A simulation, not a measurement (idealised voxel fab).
process module | voxel wiring stack
cross-section cut | 260 nm wide | cells 5 nm
A cross-section is a grid of square cells, given in bands from the top down. A band is one or more rows of cells.
Each band's line starts with the height of the band's top and of its bottom, in nm. Then come its materials from left to right, each with its width in nm. One material with "throughout" fills the band from edge to edge. "air" is empty space.
Height 0 is the level under which the wafer as received is all one material. The lowest band goes on downwards, as in "0 down".
A width such as "30 to 40" changes by the same amount from each row of cells to the next, from the band's top row to its bottom row.
"no change" after a step means that no cell of the cross-section changed.
closed voids: empty space of 8 cells or more with no open way to the top, each as width x height at its distance from the left edge, in nm
after a step's settings: what the simulator itself notes on the step
overlay nm, on a step with a mask: how far to the right of its planned place the mask lay; to the left if negative
plan
1 op RECEIVE | material Si
2 op CONFORMAL_DEP | material SiO2 | thk nm 15
3 op CONFORMAL_DEP | material SiCN | thk nm 5
4 op DIRECTIONAL_DEP | material lowk | thk nm 15
5 op DIRECTIONAL_DEP | material aC | thk nm 10
6 op PATTERN | tone open | mask id METAL_1 | material resist | width nm 30 | pitch nm 45 | thk nm 30 | overlay nm 0
7 op DIRECTIONAL_ETCH | etch materials aC | depth nm 10
8 op STRIP | etch materials resist
9 op DIRECTIONAL_ETCH | etch materials lowk | depth nm 15
10 op DIRECTIONAL_ETCH | etch materials SiCN | depth nm 5
11 op STRIP | etch materials aC
12 op CONFORMAL_DEP | material TiN | thk nm 5
13 op FILL_DEP | material Ru | thk nm 10
14 op CMP | height nm 35
15 op CONFORMAL_DEP | material SiCN | thk nm 5
16 op DIRECTIONAL_DEP | material SiO2 | thk nm 30
17 op PATTERN | tone open | mask id METAL_2 | material resist | width nm 30 | pitch nm 45 | thk nm 20 | overlay nm 0
18 op DIRECTIONAL_ETCH | etch materials SiO2 | depth nm 20
19 op STRIP | etch materials resist
20 op PATTERN | tone open | mask id METAL_2_HOLES | material resist | width nm 15 | pitch nm 45 | thk nm 20 | overlay nm 0
21 op DIRECTIONAL_ETCH | etch materials SiO2 | depth nm 10
22 op DIRECTIONAL_ETCH | etch materials SiCN | depth nm 5
23 op STRIP | etch materials resist
24 op CONFORMAL_DEP | material TiN | thk nm 5
25 op FILL_DEP | material Cu | thk nm 5
26 op CMP | height nm 70
27 op CONFORMAL_DEP | material SiCN | thk nm 5
28 op DIRECTIONAL_DEP | material lowk | thk nm 30
29 op DIRECTIONAL_DEP | material aC | thk nm 15
30 op PATTERN | tone open | mask id METAL_3_HOLES | material resist | width nm 15 | pitch nm 45 | thk nm 35 | overlay nm 0
31 op DIRECTIONAL_ETCH | etch materials aC | depth nm 15
32 op STRIP | etch materials resist
33 op DIRECTIONAL_ETCH | etch materials lowk | depth nm 30
34 op STRIP | etch materials aC
35 op MASKED_ETCH | tone open | mask id METAL_3 | width nm 30 | pitch nm 45 | etch materials lowk | depth nm 15 | overlay nm 0
36 op MASKED_ETCH | tone open | mask id METAL_3 | width nm 30 | pitch nm 45 | etch materials SiCN | depth nm 5 | overlay nm 0
37 op CONFORMAL_DEP | material TiN | thk nm 5
38 op FILL_DEP | material Cu | thk nm 5
39 op CMP | height nm 105
40 op CONFORMAL_DEP | material SiCN | thk nm 5
as received, after step 1
  0 down: Si throughout
  closed voids: none
first wafer at the end, as planned
  110 to 105: SiCN throughout
  105 to 95: lowk 45 | TiN 5 | Cu 20 | TiN 5 | lowk 15 | TiN 5 | Cu 20 | TiN 5 | lowk 15 | TiN 5 | Cu 20 | TiN 5 | lowk 15 | TiN 5 | Cu 20 | TiN 5 | lowk 50
  95 to 90: lowk 45 | TiN 5 | Cu 5 | TiN 20 | lowk 15 | TiN 5 | Cu 5 | TiN 20 | lowk 15 | TiN 5 | Cu 5 | TiN 20 | lowk 15 | TiN 5 | Cu 5 | TiN 20 | lowk 50
  90 to 75: lowk 45 | TiN 5 | Cu 5 | TiN 5 | lowk 30 | TiN 5 | Cu 5 | TiN 5 | lowk 30 | TiN 5 | Cu 5 | TiN 5 | lowk 30 | TiN 5 | Cu 5 | TiN 5 | lowk 65
  75 to 70: SiCN 45 | TiN 15 | SiCN 30 | TiN 15 | SiCN 30 | TiN 15 | SiCN 30 | TiN 15 | SiCN 65
  70 to 55: SiO2 45 | TiN 5 | Cu 20 | TiN 5 | SiO2 15 | TiN 5 | Cu 20 | TiN 5 | SiO2 15 | TiN 5 | Cu 20 | TiN 5 | SiO2 15 | TiN 5 | Cu 20 | TiN 5 | SiO2 50
  55 to 50: SiO2 45 | TiN 5 | Cu 5 | TiN 20 | SiO2 15 | TiN 5 | Cu 5 | TiN 20 | SiO2 15 | TiN 5 | Cu 5 | TiN 20 | SiO2 15 | TiN 5 | Cu 5 | TiN 20 | SiO2 50
  50 to 40: SiO2 45 | TiN 5 | Cu 5 | TiN 5 | SiO2 30 | TiN 5 | Cu 5 | TiN 5 | SiO2 30 | TiN 5 | Cu 5 | TiN 5 | SiO2 30 | TiN 5 | Cu 5 | TiN 5 | SiO2 65
  40 to 35: SiCN 45 | TiN 15 | SiCN 30 | TiN 15 | SiCN 30 | TiN 15 | SiCN 30 | TiN 15 | SiCN 65
  35 to 20: lowk 45 | TiN 5 | Ru 20 | TiN 5 | lowk 15 | TiN 5 | Ru 20 | TiN 5 | lowk 15 | TiN 5 | Ru 20 | TiN 5 | lowk 15 | TiN 5 | Ru 20 | TiN 5 | lowk 50
  20 to 15: SiCN 45 | TiN 30 | SiCN 15 | TiN 30 | SiCN 15 | TiN 30 | SiCN 15 | TiN 30 | SiCN 50
  15 to 0: SiO2 throughout
  0 down: Si throughout
  closed voids: none
second wafer at the end: like start, like plan, one mistake
  110 to 105: SiCN throughout
  105 to 95: lowk 45 | TiN 5 | Cu 20 | TiN 5 | lowk 15 | TiN 5 | Cu 20 | TiN 5 | lowk 15 | TiN 5 | Cu 20 | TiN 5 | lowk 15 | TiN 5 | Cu 20 | TiN 5 | lowk 50
  95 to 90: lowk 45 | TiN 5 | Cu 5 | TiN 20 | lowk 15 | TiN 5 | Cu 5 | TiN 20 | lowk 15 | TiN 5 | Cu 5 | TiN 20 | lowk 15 | TiN 5 | Cu 5 | TiN 20 | lowk 50
  90 to 75: lowk 45 | TiN 5 | Cu 5 | TiN 5 | lowk 30 | TiN 5 | Cu 5 | TiN 5 | lowk 30 | TiN 5 | Cu 5 | TiN 5 | lowk 30 | TiN 5 | Cu 5 | TiN 5 | lowk 65
  75 to 70: SiCN 45 | TiN 15 | SiCN 30 | TiN 15 | SiCN 30 | TiN 15 | SiCN 30 | TiN 15 | SiCN 65
  70 to 55: SiO2 45 | TiN 5 | Cu 20 | TiN 5 | SiO2 15 | TiN 5 | Cu 20 | TiN 5 | SiO2 15 | TiN 5 | Cu 20 | TiN 5 | SiO2 15 | TiN 5 | Cu 20 | TiN 5 | SiO2 50
  55 to 50: SiO2 45 | TiN 5 | Cu 5 | TiN 20 | SiO2 15 | TiN 5 | Cu 5 | TiN 20 | SiO2 15 | TiN 5 | Cu 5 | TiN 20 | SiO2 15 | TiN 5 | Cu 5 | TiN 20 | SiO2 50
  50 to 40: SiO2 45 | TiN 5 | Cu 5 | TiN 5 | SiO2 30 | TiN 5 | Cu 5 | TiN 5 | SiO2 30 | TiN 5 | Cu 5 | TiN 5 | SiO2 30 | TiN 5 | Cu 5 | TiN 5 | SiO2 65
  40 to 35: SiCN 45 | TiN 15 | SiCN 30 | TiN 15 | SiCN 30 | TiN 15 | SiCN 30 | TiN 15 | SiCN 65
  35 to 30: Ru throughout
  30 to 25: TiN 50 | Ru 20 | TiN 25 | Ru 20 | TiN 25 | Ru 20 | TiN 25 | Ru 20 | TiN 55
  25 to 10: lowk 45 | TiN 5 | Ru 20 | TiN 5 | lowk 15 | TiN 5 | Ru 20 | TiN 5 | lowk 15 | TiN 5 | Ru 20 | TiN 5 | lowk 15 | TiN 5 | Ru 20 | TiN 5 | lowk 50
  10 to 5: SiCN 45 | TiN 30 | SiCN 15 | TiN 30 | SiCN 15 | TiN 30 | SiCN 15 | TiN 30 | SiCN 50
  5 to 0: SiO2 throughout
  0 down: Si throughout
  closed voids: none
what went wrong: step 2 ran as: op CONFORMAL_DEP | material SiO2 | thk nm 5
at the end the second wafer has, in cells: 68 more of Ru | 104 fewer of SiO2 | 36 more of TiN
